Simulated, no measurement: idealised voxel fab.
You're looking at the process module voxel double patterning.
FYI the section here is cut, 190 nm wide, cells are 5 nm squares.
Cross-sections here: square-cell grids, written as top-down lists of bands, a band being one or more rows of cells.
Top, bottom (nm), then materials left to right with widths (nm); lone material tagged "throughout" fills the whole band edge to edge; "empty" = empty space.
Heights are expressed relative to 0, this being the level below which the as-received wafer comprises one material exclusively. The lowest band is unbounded in the downward direction and is denoted as in "0 -> down".
Read "30 to 40" as a graded width: first number on top, second number at the bottom, same change between each pair of neighbouring rows.
"remained the same" (step): cross-section cells unchanged, all of them.
"Closed void catalog" means: voids of 8 cells or more that are shut off from the top with no open way through. Written width x height at distance, distance from the left edge, in nm.
Heads up: the bit after the settings on a step's line is the simulator's remark on that step.
"overlay nm" answers the question of how far to the right of plan the mask lay on a step that has a mask, and when it is negative the answer is to the left.

PLAN
1. RECEIVE, material Si
2. CONFORMAL_DEP, material SiO2, thk nm 5
3. DIRECTIONAL_DEP, material W, thk nm 10
4. DIRECTIONAL_DEP, material SiN, thk nm 5
5. DIRECTIONAL_DEP, material aC, thk nm 15
6. PATTERN, tone open, mask id FIRST, material resist, width nm 15, pitch nm 50, thk nm 30, overlay nm 0
7. DIRECTIONAL_ETCH, etch materials aC, depth nm 15
8. STRIP, etch materials resist
9. DIRECTIONAL_ETCH, etch materials SiN, depth nm 5
10. STRIP, etch materials aC
11. PATTERN, tone open, mask id SECOND, material resist, width nm 15, pitch nm 50, thk nm 20, overlay nm 0
12. DIRECTIONAL_ETCH, etch materials SiN, depth nm 5
13. STRIP, etch materials resist
14. DIRECTIONAL_ETCH, etch materials W, depth nm 10
15. STRIP, etch materials SiN

STEP 1 COMPLETE: CROSS-SECTION OF THE WAFER AS RECEIVED
	0 -> down: Si throughout
	Closed void catalog: none

CROSS-SECTION AT MODULE END, ONE RUN ERROR; START AND PLAN UNCHANGED FROM ABOVE
	15 -> 5: W (35) | empty (15) | W (5) | empty (15) | W (15) | empty (15) | W (5) | empty (15) | W (15) | empty (15) | W (40)
	5 -> 0: SiO2 throughout
	0 -> down: Si throughout
	Closed void catalog: none
Want to know what went wrong? step 11 ran with different settings than intended, the actual operation and settings being PATTERN, tone open, mask id SECOND, material resist, width nm 15, pitch nm 50, thk nm 20, overlay nm -5
